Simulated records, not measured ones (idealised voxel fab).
The process module that follows is named voxel capacitor over wiring.
Pictured: cross-section cut, 290 nm wide, on a grid of 5 nm square cells.
For the purposes of this document, a cross-section shall be understood as a grid of square cells, specified as bands listed in top-to-bottom order, each band consisting of one or more rows of cells.
Within each band entry, the heights of the top and of the bottom of the band appear first, in that order and in nm; the materials of the band then follow from left to right, each with its corresponding width in nm. The designation "all across" on a single material indicates that it fills the band from edge to edge; the designation "empty" indicates empty space.
Basically, 0 is our baseline, since under it the wafer straight out of the box is all one material. The bottom band has no lower end and keeps on going down, so it looks like "0 -> down".
The expression "30->40" gives the width at the extremes of the band, the first number at its top row of cells and the second at its bottom row, with the width changing by equal amounts from each row to the next in between.
No cell of the cross-section changed in a step that is given as "all unchanged".
"closed voids" means: voids of 8 cells or more that are shut off from the top with no open way through. Written width x height at distance, distance from the left edge, in nm.
The remark found on a step's line after its settings is issued by the simulator itself and pertains to that step.
overlay nm: right-of-plan distance of the mask on a masked step; negative values mean left-of-plan.

[Process steps (planned)]
1 RECEIVE,material Si
2 CONFORMAL_DEP,material SiO2,thk nm 15
3 DIRECTIONAL_DEP,material TiN,thk nm 5
4 DIRECTIONAL_DEP,material Ru,thk nm 20
5 DIRECTIONAL_DEP,material aC,thk nm 15
6 PATTERN,tone cover,mask id METAL_1,material resist,width nm 30,pitch nm 95,thk nm 35,overlay nm 0
7 DIRECTIONAL_ETCH,etch materials aC,depth nm 15
8 STRIP,etch materials resist
9 DIRECTIONAL_ETCH,etch materials Ru,depth nm 20
10 DIRECTIONAL_ETCH,etch materials TiN,depth nm 5
11 STRIP,etch materials aC
12 FILL_DEP,material lowk,thk nm 5
13 CMP,height nm 40
14 CONFORMAL_DEP,material SiCN,thk nm 5
15 DIRECTIONAL_DEP,material SiO2,thk nm 15
16 DIRECTIONAL_DEP,material aC,thk nm 10
17 PATTERN,tone open,mask id PLUG_1,material resist,width nm 15,thk nm 25,overlay nm 0
18 DIRECTIONAL_ETCH,etch materials aC,depth nm 10
19 STRIP,etch materials resist
20 DIRECTIONAL_ETCH,etch materials SiO2,depth nm 15
21 DIRECTIONAL_ETCH,etch materials SiCN,depth nm 5
22 STRIP,etch materials aC
23 CONFORMAL_DEP,material TiN,thk nm 5
24 FILL_DEP,material Cu,thk nm 10
25 CMP,height nm 60
26 DIRECTIONAL_DEP,material TiN,thk nm 10
27 DIRECTIONAL_DEP,material Al2O3,thk nm 5
28 DIRECTIONAL_DEP,material TiN,thk nm 10
29 PATTERN,tone cover,mask id UPPER_PLATE,material resist,width nm 70,thk nm 15,overlay nm 0
30 DIRECTIONAL_ETCH,etch materials TiN,depth nm 10
31 DIRECTIONAL_ETCH,etch materials Al2O3,depth nm 5
32 STRIP,etch materials resist
33 MASKED_ETCH,tone cover,mask id LOWER_PLATE,width nm 80,etch materials TiN,depth nm 10,overlay nm 0
34 FILL_DEP,material SiO2,thk nm 20
35 CMP,height nm 100
36 MASKED_ETCH,tone open,mask id PLUG_2,width nm 15,etch materials SiO2,depth nm 15,overlay nm 0
37 CONFORMAL_DEP,material TiN,thk nm 5
38 FILL_DEP,material W,thk nm 10
39 CMP,height nm 100
40 CONFORMAL_DEP,material SiN,thk nm 5

[The first of the two wafers, which ran as planned]

[Shown in cross-section is the wafer as received, that is, as it stands after step 1]
> 0 -> down = Si all across
> closed voids: none

[Wafer xsec, post step 2]
> 15 -> 0 = SiO2 all across
> Under the height 0 nothing was changed.

[Wafer xsec, post step 3]
> 20 -> 15 = TiN all across
> Under the height 15 nothing was changed.

[Wafer xsec, post step 4]
> 40 -> 20 = Ru all across
> Under the height 20 nothing was changed.

[Wafer xsec, post step 5]
> 55 -> 40 = aC all across
> Under the height 40 nothing was changed.

[Wafer xsec, post step 6]
> 90 -> 55 = empty 80 nm / resist 30 nm / empty 65 nm / resist 30 nm / empty 85 nm
> Under the height 55 nothing was changed.

[Wafer xsec, post step 7]
> 75 -> 55 = empty 80 nm / resist 30 nm / empty 65 nm / resist 30 nm / empty 85 nm
> 55 -> 40 = empty 80 nm / aC 30 nm / empty 65 nm / aC 30 nm / empty 85 nm
> Under the height 40 nothing was changed.

[Wafer xsec, post step 8]
> 55 -> 40 = empty 80 nm / aC 30 nm / empty 65 nm / aC 30 nm / empty 85 nm
> Under the height 40 nothing was changed.

[Wafer xsec, post step 9]
> 55 -> 40 = empty 80 nm / aC 30 nm / empty 65 nm / aC 30 nm / empty 85 nm
> 40 -> 20 = empty 80 nm / Ru 30 nm / empty 65 nm / Ru 30 nm / empty 85 nm
> Under the height 20 nothing was changed.

[Wafer xsec, post step 10]
> 55 -> 40 = empty 80 nm / aC 30 nm / empty 65 nm / aC 30 nm / empty 85 nm
> 40 -> 20 = empty 80 nm / Ru 30 nm / empty 65 nm / Ru 30 nm / empty 85 nm
> 20 -> 15 = empty 80 nm / TiN 30 nm / empty 65 nm / TiN 30 nm / empty 85 nm
> Under the height 15 nothing was changed.

[Wafer xsec, post step 11]
> 40 -> 20 = empty 80 nm / Ru 30 nm / empty 65 nm / Ru 30 nm / empty 85 nm
> Under the height 20 nothing was changed.

[Wafer xsec, post step 12]
> 45 -> 40 = lowk all across
> 40 -> 20 = lowk 80 nm / Ru 30 nm / lowk 65 nm / Ru 30 nm / lowk 85 nm
> 20 -> 15 = lowk 80 nm / TiN 30 nm / lowk 65 nm / TiN 30 nm / lowk 85 nm
> Under the height 15 nothing was changed.

[Wafer xsec, post step 13]
> 40 -> 20 = lowk 80 nm / Ru 30 nm / lowk 65 nm / Ru 30 nm / lowk 85 nm
> Under the height 20 nothing was changed.

[Wafer xsec, post step 14]
> 45 -> 40 = SiCN all across
> Under the height 40 nothing was changed.

[Wafer xsec, post step 15]
> 60 -> 45 = SiO2 all across
> Under the height 45 nothing was changed.

[Wafer xsec, post step 16]
> 70 -> 60 = aC all across
> Under the height 60 nothing was changed.

[Wafer xsec, post step 17]
> 95 -> 70 = resist 95 nm / empty 15 nm / resist 180 nm
> Under the height 70 nothing was changed.

[Wafer xsec, post step 18]
> 85 -> 70 = resist 95 nm / empty 15 nm / resist 180 nm
> 70 -> 60 = aC 95 nm / empty 15 nm / aC 180 nm
> Under the height 60 nothing was changed.

[Wafer xsec, post step 19]
> 70 -> 60 = aC 95 nm / empty 15 nm / aC 180 nm
> Under the height 60 nothing was changed.

[Wafer xsec, post step 20]
> 70 -> 60 = aC 95 nm / empty 15 nm / aC 180 nm
> 60 -> 45 = SiO2 95 nm / empty 15 nm / SiO2 180 nm
> Under the height 45 nothing was changed.

[Wafer xsec, post step 21]
> 70 -> 60 = aC 95 nm / empty 15 nm / aC 180 nm
> 60 -> 45 = SiO2 95 nm / empty 15 nm / SiO2 180 nm
> 45 -> 40 = SiCN 95 nm / empty 15 nm / SiCN 180 nm
> Under the height 40 nothing was changed.

[Wafer xsec, post step 22]
> 60 -> 45 = SiO2 95 nm / empty 15 nm / SiO2 180 nm
> Under the height 45 nothing was changed.

[Wafer xsec, post step 23]
> 65 -> 60 = TiN 100 nm / empty 5 nm / TiN 185 nm
> 60 -> 45 = SiO2 95 nm / TiN 5 nm / empty 5 nm / TiN 5 nm / SiO2 180 nm
> 45 -> 40 = SiCN 95 nm / TiN 15 nm / SiCN 180 nm
> Under the height 40 nothing was changed.

[Wafer xsec, post step 24]
> 75 -> 65 = Cu all across
> 65 -> 60 = TiN 100 nm / Cu 5 nm / TiN 185 nm
> 60 -> 45 = SiO2 95 nm / TiN 5 nm / Cu 5 nm / TiN 5 nm / SiO2 180 nm
> Under the height 45 nothing was changed.

[Wafer xsec, post step 25]
> 60 -> 45 = SiO2 95 nm / TiN 5 nm / Cu 5 nm / TiN 5 nm / SiO2 180 nm
> Under the height 45 nothing was changed.

[Wafer xsec, post step 26]
> 70 -> 60 = TiN all across
> Under the height 60 nothing was changed.

[Wafer xsec, post step 27]
> 75 -> 70 = Al2O3 all across
> Under the height 70 nothing was changed.

[Wafer xsec, post step 28]
> 85 -> 75 = TiN all across
> Under the height 75 nothing was changed.

[Wafer xsec, post step 29]
> 100 -> 85 = empty 95 nm / resist 70 nm / empty 125 nm
> Under the height 85 nothing was changed.

[Wafer xsec, post step 30]
> 100 -> 85 = empty 95 nm / resist 70 nm / empty 125 nm
> 85 -> 75 = empty 95 nm / TiN 70 nm / empty 125 nm
> Under the height 75 nothing was changed.

[Wafer xsec, post step 31]
> 100 -> 85 = empty 95 nm / resist 70 nm / empty 125 nm
> 85 -> 75 = empty 95 nm / TiN 70 nm / empty 125 nm
> 75 -> 70 = empty 95 nm / Al2O3 70 nm / empty 125 nm
> Under the height 70 nothing was changed.

[Wafer xsec, post step 32]
> 85 -> 75 = empty 95 nm / TiN 70 nm / empty 125 nm
> Under the height 75 nothing was changed.

[Wafer xsec, post step 33]
> 85 -> 75 = empty 95 nm / TiN 70 nm / empty 125 nm
> 75 -> 70 = empty 95 nm / Al2O3 70 nm / empty 125 nm
> 70 -> 60 = empty 90 nm / TiN 80 nm / empty 120 nm
> Under the height 60 nothing was changed.

[Wafer xsec, post step 34]
> 105 -> 85 = SiO2 all across
> 85 -> 75 = SiO2 95 nm / TiN 70 nm / SiO2 125 nm
> 75 -> 70 = SiO2 95 nm / Al2O3 70 nm / SiO2 125 nm
> 70 -> 60 = SiO2 90 nm / TiN 80 nm / SiO2 120 nm
> Under the height 60 nothing was changed.

[Wafer xsec, post step 35]
> 100 -> 85 = SiO2 all across
> Under the height 85 nothing was changed.

[Wafer xsec, post step 36]
> 100 -> 85 = SiO2 105 nm / empty 15 nm / SiO2 170 nm
> Under the height 85 nothing was changed.

[Wafer xsec, post step 37]
> 105 -> 100 = TiN 110 nm / empty 5 nm / TiN 175 nm
> 100 -> 90 = SiO2 105 nm / TiN 5 nm / empty 5 nm / TiN 5 nm / SiO2 170 nm
> 90 -> 85 = SiO2 105 nm / TiN 15 nm / SiO2 170 nm
> Under the height 85 nothing was changed.

[Wafer xsec, post step 38]
> 115 -> 105 = W all across
> 105 -> 100 = TiN 110 nm / W 5 nm / TiN 175 nm
> 100 -> 90 = SiO2 105 nm / TiN 5 nm / W 5 nm / TiN 5 nm / SiO2 170 nm
> Under the height 90 nothing was changed.

[Wafer xsec, post step 39]
> 100 -> 90 = SiO2 105 nm / TiN 5 nm / W 5 nm / TiN 5 nm / SiO2 170 nm
> Under the height 90 nothing was changed.

[Wafer xsec, post step 40]
> 105 -> 100 = SiN all across
> Under the height 100 nothing was changed.

[Now the other wafer: same start, same recipe, but we messed up one thing when running it. Up to and including step 25 it's the same as the first one]

[What the second wafer looks like in cross-section when step 26 should have wrapped up]
> 75 -> 60 = TiN all across
> Under the height 60 nothing was changed.

[What the second wafer looks like in cross-section when step 27 should have wrapped up]
> 80 -> 75 = Al2O3 all across
> Under the height 75 nothing was changed.

[What the second wafer looks like in cross-section when step 28 should have wrapped up]
> 90 -> 80 = TiN all across
> Under the height 80 nothing was changed.

[What the second wafer looks like in cross-section when step 29 should have wrapped up]
> 105 -> 90 = empty 95 nm / resist 70 nm / empty 125 nm
> Under the height 90 nothing was changed.

[What the second wafer looks like in cross-section when step 30 should have wrapped up]
> 105 -> 90 = empty 95 nm / resist 70 nm / empty 125 nm
> 90 -> 80 = empty 95 nm / TiN 70 nm / empty 125 nm
> Under the height 80 nothing was changed.

[What the second wafer looks like in cross-section when step 31 should have wrapped up]
> 105 -> 90 = empty 95 nm / resist 70 nm / empty 125 nm
> 90 -> 80 = empty 95 nm / TiN 70 nm / empty 125 nm
> 80 -> 75 = empty 95 nm / Al2O3 70 nm / empty 125 nm
> Under the height 75 nothing was changed.

[What the second wafer looks like in cross-section when step 32 should have wrapped up]
> 90 -> 80 = empty 95 nm / TiN 70 nm / empty 125 nm
> Under the height 80 nothing was changed.

[What the second wafer looks like in cross-section when step 33 should have wrapped up]
> 90 -> 80 = empty 95 nm / TiN 70 nm / empty 125 nm
> 80 -> 75 = empty 95 nm / Al2O3 70 nm / empty 125 nm
> 75 -> 65 = empty 90 nm / TiN 80 nm / empty 120 nm
> Under the height 65 nothing was changed.

[What the second wafer looks like in cross-section when step 34 should have wrapped up]
> 110 -> 90 = SiO2 all across
> 90 -> 80 = SiO2 95 nm / TiN 70 nm / SiO2 125 nm
> 80 -> 75 = SiO2 95 nm / Al2O3 70 nm / SiO2 125 nm
> 75 -> 65 = SiO2 90 nm / TiN 80 nm / SiO2 120 nm
> Under the height 65 nothing was changed.

[What the second wafer looks like in cross-section when step 35 should have wrapped up]
> 100 -> 90 = SiO2 all across
> Under the height 90 nothing was changed.

[What the second wafer looks like in cross-section when step 36 should have wrapped up]
> 100 -> 90 = SiO2 105 nm / empty 15 nm / SiO2 170 nm
> Under the height 90 nothing was changed.

[What the second wafer looks like in cross-section when step 37 should have wrapped up]
> 105 -> 100 = TiN 110 nm / empty 5 nm / TiN 175 nm
> 100 -> 95 = SiO2 105 nm / TiN 5 nm / empty 5 nm / TiN 5 nm / SiO2 170 nm
> 95 -> 90 = SiO2 105 nm / TiN 15 nm / SiO2 170 nm
> Under the height 90 nothing was changed.

[What the second wafer looks like in cross-section when step 38 should have wrapped up]
> 115 -> 105 = W all across
> 105 -> 100 = TiN 110 nm / W 5 nm / TiN 175 nm
> 100 -> 95 = SiO2 105 nm / TiN 5 nm / W 5 nm / TiN 5 nm / SiO2 170 nm
> Under the height 95 nothing was changed.

[What the second wafer looks like in cross-section when step 39 should have wrapped up]
> 100 -> 95 = SiO2 105 nm / TiN 5 nm / W 5 nm / TiN 5 nm / SiO2 170 nm
> Under the height 95 nothing was changed.

[What the second wafer looks like in cross-section when step 40 should have wrapped up]
> 105 -> 100 = SiN all across
> Under the height 100 nothing was changed.
Plan not followed: so step 26 ended up running with a different setting than we planned, it ran as DIRECTIONAL_DEP,material TiN,thk nm 15
Final cells, second wafer relative to first, materials higher or lower: -55 SiO2 | +56 TiN | -1 W
